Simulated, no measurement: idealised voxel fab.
You're looking at the process module voxel wiring stack.
FYI the section here is cut, 230 nm wide, cells are 5 nm squares.
Notation: cross-section as square-cell grid; stated in bands, top first, going down; one or more cell rows per band.
In this notation a band is specified by the heights of its top and bottom, in that order and in nm, after which its materials appear from left to right, each paired with its width in nm. The word "everywhere" attached to a single material means that material fills the band from edge to edge; the word "air" stands for empty space.
Where do heights start? At 0: under that level the wafer as delivered is made of one material only. And the lowest band has no floor; it just carries on downward, as in "0 and below".
The expression "30..40" gives the width at the extremes of the band, the first number at its top row of cells and the second at its bottom row, with the width changing by equal amounts from each row to the next in between.
The cross-section has no changed cell in any step marked "nothing was modified".
For the entry "Closed internal voids", the listed items are empty spaces with no open way to the top whose size is 8 cells or more; each item follows the pattern width x height at distance, where distance is from the left edge and all three are in nm.
That trailing text on a step's line, after the settings, is the simulator's own remark on the step.
"overlay nm" on a masked step: distance the mask lay right of its planned place, negative for left.
Steps in the process plan
1: RECEIVE | material Si
2: CONFORMAL_DEP | material SiO2 | thk nm 15
3: CONFORMAL_DEP | material SiN | thk nm 5
4: DIRECTIONAL_DEP | material lowk | thk nm 15
5: PATTERN | tone open | mask id METAL_1 | material resist | width nm 20 | pitch nm 50 | thk nm 20 | overlay nm 0
6: DIRECTIONAL_ETCH | etch materials lowk | depth nm 15
7: DIRECTIONAL_ETCH | etch materials SiN | depth nm 5
8: STRIP | etch materials resist
9: CONFORMAL_DEP | material TiN | thk nm 5
10: FILL_DEP | material W | thk nm 10
11: CMP | height nm 35
12: EPI | material Ru | thk nm 5
13: FILL_DEP | material SiCN | thk nm 5
14: DIRECTIONAL_DEP | material lowk | thk nm 30
15: PATTERN | tone open | mask id METAL_2_HOLES | material resist | width nm 15 | pitch nm 50 | thk nm 20 | overlay nm 0
16: DIRECTIONAL_ETCH | etch materials lowk | depth nm 30
17: STRIP | etch materials resist
18: DIRECTIONAL_DEP | material aC | thk nm 15
19: PATTERN | tone open | mask id METAL_2 | material resist | width nm 20 | pitch nm 50 | thk nm 30 | overlay nm 0
20: DIRECTIONAL_ETCH | etch materials aC | depth nm 15
21: STRIP | etch materials resist
22: DIRECTIONAL_ETCH | etch materials lowk | depth nm 20
23: DIRECTIONAL_ETCH | etch materials SiCN | depth nm 5
24: STRIP | etch materials aC
25: CONFORMAL_DEP | material TiN | thk nm 5
26: FILL_DEP | material Cu | thk nm 5
27: CMP | height nm 75
28: CONFORMAL_DEP | material SiCN | thk nm 5
29: DIRECTIONAL_DEP | material lowk | thk nm 25
30: MASKED_ETCH | tone open | mask id METAL_3_HOLES | width nm 15 | pitch nm 50 | etch materials lowk | depth nm 25 | overlay nm 0
31: DIRECTIONAL_DEP | material aC | thk nm 10
32: PATTERN | tone open | mask id METAL_3 | material resist | width nm 20 | pitch nm 50 | thk nm 30 | overlay nm 0
33: DIRECTIONAL_ETCH | etch materials aC | depth nm 10
34: STRIP | etch materials resist
35: DIRECTIONAL_ETCH | etch materials lowk | depth nm 15
36: DIRECTIONAL_ETCH | etch materials SiCN | depth nm 5
37: STRIP | etch materials aC
38: CONFORMAL_DEP | material TiN | thk nm 5
39: FILL_DEP | material Ru | thk nm 5
40: CMP | height nm 105
41: CONFORMAL_DEP | material SiN | thk nm 5
First of two wafers, processed according to plan
Step 1 complete: cross-section of the wafer as received
    0 and below: Si everywhere
    Closed internal voids: none
Cross-section: wafer state after step 2
    15 down to 0: SiO2 everywhere
    Anything lower than 0 is untouched.
Cross-section: wafer state after step 3
    20 down to 15: SiN everywhere
    Anything lower than 15 is untouched.
Cross-section: wafer state after step 4
    35 down to 20: lowk everywhere
    Anything lower than 20 is untouched.
Cross-section: wafer state after step 5
    55 down to 35: resist 30  air 20  resist 30  air 20  resist 30  air 20  resist 30  air 20  resist 30
    Anything lower than 35 is untouched.
Cross-section: wafer state after step 6
    55 down to 35: resist 30  air 20  resist 30  air 20  resist 30  air 20  resist 30  air 20  resist 30
    35 down to 20: lowk 30  air 20  lowk 30  air 20  lowk 30  air 20  lowk 30  air 20  lowk 30
    Anything lower than 20 is untouched.
Cross-section: wafer state after step 7
    55 down to 35: resist 30  air 20  resist 30  air 20  resist 30  air 20  resist 30  air 20  resist 30
    35 down to 20: lowk 30  air 20  lowk 30  air 20  lowk 30  air 20  lowk 30  air 20  lowk 30
    20 down to 15: SiN 30  air 20  SiN 30  air 20  SiN 30  air 20  SiN 30  air 20  SiN 30
    Anything lower than 15 is untouched.
Cross-section: wafer state after step 8
    35 down to 20: lowk 30  air 20  lowk 30  air 20  lowk 30  air 20  lowk 30  air 20  lowk 30
    Anything lower than 20 is untouched.
Cross-section: wafer state after step 9
    40 down to 35: TiN 35  air 10  TiN 40  air 10  TiN 40  air 10  TiN 40  air 10  TiN 35
    35 down to 20: lowk 30  TiN 5  air 10  TiN 5  lowk 30  TiN 5  air 10  TiN 5  lowk 30  TiN 5  air 10  TiN 5  lowk 30  TiN 5  air 10  TiN 5  lowk 30
    20 down to 15: SiN 30  TiN 20  SiN 30  TiN 20  SiN 30  TiN 20  SiN 30  TiN 20  SiN 30
    Anything lower than 15 is untouched.
Cross-section: wafer state after step 10
    50 down to 40: W everywhere
    40 down to 35: TiN 35  W 10  TiN 40  W 10  TiN 40  W 10  TiN 40  W 10  TiN 35
    35 down to 20: lowk 30  TiN 5  W 10  TiN 5  lowk 30  TiN 5  W 10  TiN 5  lowk 30  TiN 5  W 10  TiN 5  lowk 30  TiN 5  W 10  TiN 5  lowk 30
    Anything lower than 20 is untouched.
Cross-section: wafer state after step 11
    35 down to 20: lowk 30  TiN 5  W 10  TiN 5  lowk 30  TiN 5  W 10  TiN 5  lowk 30  TiN 5  W 10  TiN 5  lowk 30  TiN 5  W 10  TiN 5  lowk 30
    Anything lower than 20 is untouched.
Cross-section: wafer state after step 12
    40 down to 35: air 25  Ru 30  air 20  Ru 30  air 20  Ru 30  air 20  Ru 30  air 25
    Anything lower than 35 is untouched.
Cross-section: wafer state after step 13
    45 down to 40: SiCN everywhere
    40 down to 35: SiCN 25  Ru 30  SiCN 20  Ru 30  SiCN 20  Ru 30  SiCN 20  Ru 30  SiCN 25
    Anything lower than 35 is untouched.
Cross-section: wafer state after step 14
    75 down to 45: lowk everywhere
    Anything lower than 45 is untouched.
Cross-section: wafer state after step 15
    95 down to 75: resist 30  air 15  resist 35  air 15  resist 35  air 15  resist 35  air 15  resist 35
    Anything lower than 75 is untouched.
Cross-section: wafer state after step 16
    95 down to 75: resist 30  air 15  resist 35  air 15  resist 35  air 15  resist 35  air 15  resist 35
    75 down to 45: lowk 30  air 15  lowk 35  air 15  lowk 35  air 15  lowk 35  air 15  lowk 35
    Anything lower than 45 is untouched.
Cross-section: wafer state after step 17
    75 down to 45: lowk 30  air 15  lowk 35  air 15  lowk 35  air 15  lowk 35  air 15  lowk 35
    Anything lower than 45 is untouched.
Cross-section: wafer state after step 18
    90 down to 75: aC 30  air 15  aC 35  air 15  aC 35  air 15  aC 35  air 15  aC 35
    75 down to 60: lowk 30  air 15  lowk 35  air 15  lowk 35  air 15  lowk 35  air 15  lowk 35
    60 down to 45: lowk 30  aC 15  lowk 35  aC 15  lowk 35  aC 15  lowk 35  aC 15  lowk 35
    Anything lower than 45 is untouched.
Cross-section: wafer state after step 19
    120 down to 90: resist 30  air 20  resist 30  air 20  resist 30  air 20  resist 30  air 20  resist 30
    Anything lower than 90 is untouched.
Cross-section: wafer state after step 20
    105 down to 90: resist 30  air 20  resist 30  air 20  resist 30  air 20  resist 30  air 20  resist 30
    90 down to 75: aC 30  air 20  aC 30  air 20  aC 30  air 20  aC 30  air 20  aC 30
    75 down to 45: lowk 30  air 15  lowk 35  air 15  lowk 35  air 15  lowk 35  air 15  lowk 35
    Anything lower than 45 is untouched.
Cross-section: wafer state after step 21
    90 down to 75: aC 30  air 20  aC 30  air 20  aC 30  air 20  aC 30  air 20  aC 30
    Anything lower than 75 is untouched.
Cross-section: wafer state after step 22
    90 down to 75: aC 30  air 20  aC 30  air 20  aC 30  air 20  aC 30  air 20  aC 30
    75 down to 55: lowk 30  air 20  lowk 30  air 20  lowk 30  air 20  lowk 30  air 20  lowk 30
    Anything lower than 55 is untouched.
Cross-section: wafer state after step 23
    90 down to 75: aC 30  air 20  aC 30  air 20  aC 30  air 20  aC 30  air 20  aC 30
    75 down to 55: lowk 30  air 20  lowk 30  air 20  lowk 30  air 20  lowk 30  air 20  lowk 30
    55 down to 45: lowk 30  air 15  lowk 35  air 15  lowk 35  air 15  lowk 35  air 15  lowk 35
    45 down to 40: SiCN 30  air 15  SiCN 35  air 15  SiCN 35  air 15  SiCN 35  air 15  SiCN 35
    Anything lower than 40 is untouched.
Cross-section: wafer state after step 24
    75 down to 55: lowk 30  air 20  lowk 30  air 20  lowk 30  air 20  lowk 30  air 20  lowk 30
    Anything lower than 55 is untouched.
Cross-section: wafer state after step 25
    80 down to 75: TiN 35  air 10  TiN 40  air 10  TiN 40  air 10  TiN 40  air 10  TiN 35
    75 down to 60: lowk 30  TiN 5  air 10  TiN 5  lowk 30  TiN 5  air 10  TiN 5  lowk 30  TiN 5  air 10  TiN 5  lowk 30  TiN 5  air 10  TiN 5  lowk 30
    60 down to 55: lowk 30  TiN 5  air 5  TiN 10  lowk 30  TiN 5  air 5  TiN 10  lowk 30  TiN 5  air 5  TiN 10  lowk 30  TiN 5  air 5  TiN 10  lowk 30
    55 down to 45: lowk 30  TiN 5  air 5  TiN 5  lowk 35  TiN 5  air 5  TiN 5  lowk 35  TiN 5  air 5  TiN 5  lowk 35  TiN 5  air 5  TiN 5  lowk 35
    45 down to 40: SiCN 30  TiN 15  SiCN 35  TiN 15  SiCN 35  TiN 15  SiCN 35  TiN 15  SiCN 35
    Anything lower than 40 is untouched.
Cross-section: wafer state after step 26
    85 down to 80: Cu everywhere
    80 down to 75: TiN 35  Cu 10  TiN 40  Cu 10  TiN 40  Cu 10  TiN 40  Cu 10  TiN 35
    75 down to 60: lowk 30  TiN 5  Cu 10  TiN 5  lowk 30  TiN 5  Cu 10  TiN 5  lowk 30  TiN 5  Cu 10  TiN 5  lowk 30  TiN 5  Cu 10  TiN 5  lowk 30
    60 down to 55: lowk 30  TiN 5  Cu 5  TiN 10  lowk 30  TiN 5  Cu 5  TiN 10  lowk 30  TiN 5  Cu 5  TiN 10  lowk 30  TiN 5  Cu 5  TiN 10  lowk 30
    55 down to 45: lowk 30  TiN 5  Cu 5  TiN 5  lowk 35  TiN 5  Cu 5  TiN 5  lowk 35  TiN 5  Cu 5  TiN 5  lowk 35  TiN 5  Cu 5  TiN 5  lowk 35
    Anything lower than 45 is untouched.
Cross-section: wafer state after step 27
    75 down to 60: lowk 30  TiN 5  Cu 10  TiN 5  lowk 30  TiN 5  Cu 10  TiN 5  lowk 30  TiN 5  Cu 10  TiN 5  lowk 30  TiN 5  Cu 10  TiN 5  lowk 30
    Anything lower than 60 is untouched.
Cross-section: wafer state after step 28
    80 down to 75: SiCN everywhere
    Anything lower than 75 is untouched.
Cross-section: wafer state after step 29
    105 down to 80: lowk everywhere
    Anything lower than 80 is untouched.
Cross-section: wafer state after step 30
    105 down to 80: lowk 30  air 15  lowk 35  air 15  lowk 35  air 15  lowk 35  air 15  lowk 35
    Anything lower than 80 is untouched.
Cross-section: wafer state after step 31
    115 down to 105: aC 30  air 15  aC 35  air 15  aC 35  air 15  aC 35  air 15  aC 35
    105 down to 90: lowk 30  air 15  lowk 35  air 15  lowk 35  air 15  lowk 35  air 15  lowk 35
    90 down to 80: lowk 30  aC 15  lowk 35  aC 15  lowk 35  aC 15  lowk 35  aC 15  lowk 35
    Anything lower than 80 is untouched.
Cross-section: wafer state after step 32
    145 down to 115: resist 30  air 20  resist 30  air 20  resist 30  air 20  resist 30  air 20  resist 30
    Anything lower than 115 is untouched.
Cross-section: wafer state after step 33
    135 down to 115: resist 30  air 20  resist 30  air 20  resist 30  air 20  resist 30  air 20  resist 30
    115 down to 105: aC 30  air 20  aC 30  air 20  aC 30  air 20  aC 30  air 20  aC 30
    105 down to 80: lowk 30  air 15  lowk 35  air 15  lowk 35  air 15  lowk 35  air 15  lowk 35
    Anything lower than 80 is untouched.
Cross-section: wafer state after step 34
    115 down to 105: aC 30  air 20  aC 30  air 20  aC 30  air 20  aC 30  air 20  aC 30
    Anything lower than 105 is untouched.
Cross-section: wafer state after step 35
    115 down to 105: aC 30  air 20  aC 30  air 20  aC 30  air 20  aC 30  air 20  aC 30
    105 down to 90: lowk 30  air 20  lowk 30  air 20  lowk 30  air 20  lowk 30  air 20  lowk 30
    Anything lower than 90 is untouched.
Cross-section: wafer state after step 36
    115 down to 105: aC 30  air 20  aC 30  air 20  aC 30  air 20  aC 30  air 20  aC 30
    105 down to 90: lowk 30  air 20  lowk 30  air 20  lowk 30  air 20  lowk 30  air 20  lowk 30
    90 down to 80: lowk 30  air 15  lowk 35  air 15  lowk 35  air 15  lowk 35  air 15  lowk 35
    80 down to 75: SiCN 30  air 15  SiCN 35  air 15  SiCN 35  air 15  SiCN 35  air 15  SiCN 35
    Anything lower than 75 is untouched.
Cross-section: wafer state after step 37
    105 down to 90: lowk 30  air 20  lowk 30  air 20  lowk 30  air 20  lowk 30  air 20  lowk 30
    Anything lower than 90 is untouched.
Cross-section: wafer state after step 38
    110 down to 105: TiN 35  air 10  TiN 40  air 10  TiN 40  air 10  TiN 40  air 10  TiN 35
    105 down to 95: lowk 30  TiN 5  air 10  TiN 5  lowk 30  TiN 5  air 10  TiN 5  lowk 30  TiN 5  air 10  TiN 5  lowk 30  TiN 5  air 10  TiN 5  lowk 30
    95 down to 90: lowk 30  TiN 5  air 5  TiN 10  lowk 30  TiN 5  air 5  TiN 10  lowk 30  TiN 5  air 5  TiN 10  lowk 30  TiN 5  air 5  TiN 10  lowk 30
    90 down to 80: lowk 30  TiN 5  air 5  TiN 5  lowk 35  TiN 5  air 5  TiN 5  lowk 35  TiN 5  air 5  TiN 5  lowk 35  TiN 5  air 5  TiN 5  lowk 35
    80 down to 75: SiCN 30  TiN 15  SiCN 35  TiN 15  SiCN 35  TiN 15  SiCN 35  TiN 15  SiCN 35
    Anything lower than 75 is untouched.
Cross-section: wafer state after step 39
    115 down to 110: Ru everywhere
    110 down to 105: TiN 35  Ru 10  TiN 40  Ru 10  TiN 40  Ru 10  TiN 40  Ru 10  TiN 35
    105 down to 95: lowk 30  TiN 5  Ru 10  TiN 5  lowk 30  TiN 5  Ru 10  TiN 5  lowk 30  TiN 5  Ru 10  TiN 5  lowk 30  TiN 5  Ru 10  TiN 5  lowk 30
    95 down to 90: lowk 30  TiN 5  Ru 5  TiN 10  lowk 30  TiN 5  Ru 5  TiN 10  lowk 30  TiN 5  Ru 5  TiN 10  lowk 30  TiN 5  Ru 5  TiN 10  lowk 30
    90 down to 80: lowk 30  TiN 5  Ru 5  TiN 5  lowk 35  TiN 5  Ru 5  TiN 5  lowk 35  TiN 5  Ru 5  TiN 5  lowk 35  TiN 5  Ru 5  TiN 5  lowk 35
    Anything lower than 80 is untouched.
Cross-section: wafer state after step 40
    105 down to 95: lowk 30  TiN 5  Ru 10  TiN 5  lowk 30  TiN 5  Ru 10  TiN 5  lowk 30  TiN 5  Ru 10  TiN 5  lowk 30  TiN 5  Ru 10  TiN 5  lowk 30
    Anything lower than 95 is untouched.
Cross-section: wafer state after step 41
    110 down to 105: SiN everywhere
    Anything lower than 105 is untouched.
What follows concerns the second wafer, which started out like the first and was meant to follow the very same plan; one mistake crept in when it was run, but everything up to and including step 28 is the same as for the first wafer
The second wafer cut through, at the time step 29 was supposed to be finished
    130 down to 80: lowk everywhere
    Anything lower than 80 is untouched.
The second wafer cut through, at the time step 30 was supposed to be finished
    130 down to 105: lowk 30  air 15  lowk 35  air 15  lowk 35  air 15  lowk 35  air 15  lowk 35
    Anything lower than 105 is untouched.
The second wafer cut through, at the time step 31 was supposed to be finished
    140 down to 130: aC 30  air 15  aC 35  air 15  aC 35  air 15  aC 35  air 15  aC 35
    130 down to 115: lowk 30  air 15  lowk 35  air 15  lowk 35  air 15  lowk 35  air 15  lowk 35
    115 down to 105: lowk 30  aC 15  lowk 35  aC 15  lowk 35  aC 15  lowk 35  aC 15  lowk 35
    Anything lower than 105 is untouched.
The second wafer cut through, at the time step 32 was supposed to be finished
    170 down to 140: resist 30  air 20  resist 30  air 20  resist 30  air 20  resist 30  air 20  resist 30
    Anything lower than 140 is untouched.
The second wafer cut through, at the time step 33 was supposed to be finished
    160 down to 140: resist 30  air 20  resist 30  air 20  resist 30  air 20  resist 30  air 20  resist 30
    140 down to 130: aC 30  air 20  aC 30  air 20  aC 30  air 20  aC 30  air 20  aC 30
    130 down to 105: lowk 30  air 15  lowk 35  air 15  lowk 35  air 15  lowk 35  air 15  lowk 35
    Anything lower than 105 is untouched.
The second wafer cut through, at the time step 34 was supposed to be finished
    140 down to 130: aC 30  air 20  aC 30  air 20  aC 30  air 20  aC 30  air 20  aC 30
    Anything lower than 130 is untouched.
The second wafer cut through, at the time step 35 was supposed to be finished
    140 down to 130: aC 30  air 20  aC 30  air 20  aC 30  air 20  aC 30  air 20  aC 30
    130 down to 115: lowk 30  air 20  lowk 30  air 20  lowk 30  air 20  lowk 30  air 20  lowk 30
    115 down to 90: lowk 30  air 15  lowk 35  air 15  lowk 35  air 15  lowk 35  air 15  lowk 35
    Anything lower than 90 is untouched.
The second wafer cut through, at the time step 36 was supposed to be finished: nothing was modified
The second wafer cut through, at the time step 37 was supposed to be finished
    130 down to 115: lowk 30  air 20  lowk 30  air 20  lowk 30  air 20  lowk 30  air 20  lowk 30
    Anything lower than 115 is untouched.
The second wafer cut through, at the time step 38 was supposed to be finished
    135 down to 130: TiN 35  air 10  TiN 40  air 10  TiN 40  air 10  TiN 40  air 10  TiN 35
    130 down to 120: lowk 30  TiN 5  air 10  TiN 5  lowk 30  TiN 5  air 10  TiN 5  lowk 30  TiN 5  air 10  TiN 5  lowk 30  TiN 5  air 10  TiN 5  lowk 30
    120 down to 115: lowk 30  TiN 5  air 5  TiN 10  lowk 30  TiN 5  air 5  TiN 10  lowk 30  TiN 5  air 5  TiN 10  lowk 30  TiN 5  air 5  TiN 10  lowk 30
    115 down to 95: lowk 30  TiN 5  air 5  TiN 5  lowk 35  TiN 5  air 5  TiN 5  lowk 35  TiN 5  air 5  TiN 5  lowk 35  TiN 5  air 5  TiN 5  lowk 35
    95 down to 90: lowk 30  TiN 15  lowk 35  TiN 15  lowk 35  TiN 15  lowk 35  TiN 15  lowk 35
    Anything lower than 90 is untouched.
The second wafer cut through, at the time step 39 was supposed to be finished
    140 down to 135: Ru everywhere
    135 down to 130: TiN 35  Ru 10  TiN 40  Ru 10  TiN 40  Ru 10  TiN 40  Ru 10  TiN 35
    130 down to 120: lowk 30  TiN 5  Ru 10  TiN 5  lowk 30  TiN 5  Ru 10  TiN 5  lowk 30  TiN 5  Ru 10  TiN 5  lowk 30  TiN 5  Ru 10  TiN 5  lowk 30
    120 down to 115: lowk 30  TiN 5  Ru 5  TiN 10  lowk 30  TiN 5  Ru 5  TiN 10  lowk 30  TiN 5  Ru 5  TiN 10  lowk 30  TiN 5  Ru 5  TiN 10  lowk 30
    115 down to 95: lowk 30  TiN 5  Ru 5  TiN 5  lowk 35  TiN 5  Ru 5  TiN 5  lowk 35  TiN 5  Ru 5  TiN 5  lowk 35  TiN 5  Ru 5  TiN 5  lowk 35
    Anything lower than 95 is untouched.
The second wafer cut through, at the time step 40 was supposed to be finished
    105 down to 95: lowk 30  TiN 5  Ru 5  TiN 5  lowk 35  TiN 5  Ru 5  TiN 5  lowk 35  TiN 5  Ru 5  TiN 5  lowk 35  TiN 5  Ru 5  TiN 5  lowk 35
    Anything lower than 95 is untouched.
The second wafer cut through, at the time step 41 was supposed to be finished
    110 down to 105: SiN everywhere
    Anything lower than 105 is untouched.
Plan not followed: it should be noted that step 29 of the plan was executed twice
Once processing is complete, comparing cell counts shows that the second wafer has more or fewer of certain materials than the first: Ru -20; SiCN +12; TiN -28; lowk +36
